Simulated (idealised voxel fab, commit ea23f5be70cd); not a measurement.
Documented hereafter: the process module known as voxel wiring stack.
Displayed cross-section: cut, width of 220 nm, square cells sized 5 nm.
Square cells in a grid make up a cross-section in this document, and the grid is given as bands, listed from the top down, each one or more rows of cells. First you get the band's top height and its bottom height, in nm, and then the materials it's made of, left to right, with each width in nm. If you see a single material with "everywhere", that one covers the band edge to edge. "air" is empty space. Height reference: 0 = level under which incoming wafer is all one material. Lowest band: no bottom, runs on downward, e.g. "0 down". So if you see something like "30 to 40" for the width, read it as the top row of the band sitting at the first number and the bottom row at the second, with every row in between moving by the same amount as the last. For the purposes of this document, the phrase "nothing was modified" attached to a step denotes that no cell within the cross-section was modified by that step. You'll see "Voids, fully enclosed" listing empty spaces that have no way open to the top, as long as they're 8 cells or more; the notation is width x height at distance, where the distance is from the left edge, and all of it is in nm. Text after the settings on a step's line: the simulator's own remark on that step. overlay nm: on a step with a mask, how far right of its planned place the mask lay; negative means left.

-- This section lists the process steps that were planned
1 RECEIVE: material Si
2 CONFORMAL_DEP: material SiO2, thk nm 10
3 DIRECTIONAL_DEP: material TiN, thk nm 5
4 DIRECTIONAL_DEP: material Ru, thk nm 15
5 MASKED_ETCH: tone cover, mask id METAL_1, width nm 30, pitch nm 50, etch materials Ru, depth nm 15, overlay nm 0
6 MASKED_ETCH: tone cover, mask id METAL_1, width nm 30, pitch nm 50, etch materials TiN, depth nm 5, overlay nm 0
7 FILL_DEP: material lowk, thk nm 5
8 CMP: height nm 30
9 CONFORMAL_DEP: material SiCN, thk nm 5
10 DIRECTIONAL_DEP: material lowk, thk nm 10
11 MASKED_ETCH: tone open, mask id PLUG_1, width nm 15, pitch nm 50, etch materials lowk, depth nm 10, overlay nm 0
12 MASKED_ETCH: tone open, mask id PLUG_1, width nm 15, pitch nm 50, etch materials SiCN, depth nm 5, overlay nm 0
13 EPI: material Ru, thk nm 10
14 EPI: material Ru, thk nm 5
15 DIRECTIONAL_DEP: material TiN, thk nm 5
16 DIRECTIONAL_DEP: material Ru, thk nm 20
17 DIRECTIONAL_DEP: material aC, thk nm 10
18 PATTERN: tone cover, mask id METAL_2, material resist, width nm 30, pitch nm 50, thk nm 30, overlay nm 0
19 DIRECTIONAL_ETCH: etch materials aC, depth nm 10
20 STRIP: etch materials resist
21 DIRECTIONAL_ETCH: etch materials Ru, depth nm 20
22 DIRECTIONAL_ETCH: etch materials TiN, depth nm 5
23 STRIP: etch materials aC
24 CONFORMAL_DEP: material SiN, thk nm 5
25 FILL_DEP: material SiO2, thk nm 5
26 CMP: height nm 70
27 CONFORMAL_DEP: material SiCN, thk nm 5
28 DIRECTIONAL_DEP: material lowk, thk nm 20
29 PATTERN: tone open, mask id PLUG_2, material resist, width nm 15, pitch nm 50, thk nm 20, overlay nm 0
30 DIRECTIONAL_ETCH: etch materials lowk, depth nm 20
31 DIRECTIONAL_ETCH: etch materials SiCN, depth nm 5
32 STRIP: etch materials resist
33 EPI: material Ru, thk nm 10
34 EPI: material Ru, thk nm 10
35 EPI: material Ru, thk nm 5
36 CONFORMAL_DEP: material SiCN, thk nm 5
37 DIRECTIONAL_DEP: material lowk, thk nm 25
38 MASKED_ETCH: tone open, mask id METAL_3, width nm 30, pitch nm 50, etch materials lowk, depth nm 25, overlay nm 0
39 MASKED_ETCH: tone open, mask id METAL_3, width nm 30, pitch nm 50, etch materials SiCN, depth nm 5, overlay nm 0
40 CONFORMAL_DEP: material TiN, thk nm 5
41 FILL_DEP: material W, thk nm 5
42 CMP: height nm 125
43 EPI: material Ru, thk nm 5
44 FILL_DEP: material SiCN, thk nm 5

-- This is the cross-section of the wafer as we received it, i.e. after step 1
- 0 down: Si everywhere
- Voids, fully enclosed: none

-- Look at the cross-section after the module: the wafer started out the way shown above and the plan was the one shown above, yet one mistake was made along the way
- 135 to 130: SiCN everywhere
- 130 to 125: SiCN: 40 / Ru: 40 / SiCN: 10 / Ru: 40 / SiCN: 10 / Ru: 40 / SiCN: 40
- 125 to 100: lowk: 45 / TiN: 5 / W: 20 / TiN: 5 / lowk: 20 / TiN: 5 / W: 20 / TiN: 5 / lowk: 20 / TiN: 5 / W: 20 / TiN: 5 / lowk: 45
- 100 to 95: SiCN: 45 / TiN: 30 / SiCN: 20 / TiN: 30 / SiCN: 20 / TiN: 30 / SiCN: 45
- 95 to 75: lowk: 45 / Ru: 15 / lowk: 35 / Ru: 15 / lowk: 35 / Ru: 15 / lowk: 60
- 75 to 70: SiCN: 45 / Ru: 15 / SiCN: 35 / Ru: 15 / SiCN: 35 / Ru: 15 / SiCN: 60
- 70 to 60: SiO2: 40 / SiN: 5 / Ru: 25 / SiN: 5 to 10 / SiO2: 15 to 10 / SiN: 5 / Ru: 25 / SiN: 5 to 10 / SiO2: 15 to 10 / SiN: 5 / Ru: 25 / SiN: 5 to 10 / SiO2: 45 to 40
- 60 to 50: SiO2: 40 / SiN: 5 / Ru: 30 / SiN: 5 / SiO2: 10 / SiN: 5 / Ru: 30 / SiN: 5 / SiO2: 10 / SiN: 5 / Ru: 30 / SiN: 5 / SiO2: 40
- 50 to 45: SiO2: 30 / SiN: 15 / TiN: 25 / Ru: 5 / SiN: 20 / TiN: 25 / Ru: 5 / SiN: 20 / TiN: 25 / Ru: 5 / SiN: 5 / SiO2: 40
- 45 to 40: SiO2: 30 / SiN: 5 / Ru: 40 / SiN: 10 / Ru: 40 / SiN: 10 / Ru: 40 / SiN: 5 / SiO2: 40
- 40 to 35: SiN: 35 / Ru: 35 / TiN: 5 / SiN: 10 / Ru: 35 / TiN: 5 / SiN: 10 / Ru: 35 / TiN: 5 / SiN: 45
- 35 to 30: SiCN: 45 / Ru: 15 / SiCN: 35 / Ru: 15 / SiCN: 35 / Ru: 15 / SiCN: 60
- 30 to 15: lowk: 45 / Ru: 30 / lowk: 20 / Ru: 30 / lowk: 20 / Ru: 30 / lowk: 45
- 15 to 10: lowk: 45 / TiN: 30 / lowk: 20 / TiN: 30 / lowk: 20 / TiN: 30 / lowk: 45
- 10 to 0: SiO2 everywhere
- 0 down: Si everywhere
- Voids, fully enclosed: none
Finding, execution versus plan: step 10 was dropped from the plan's execution and never run
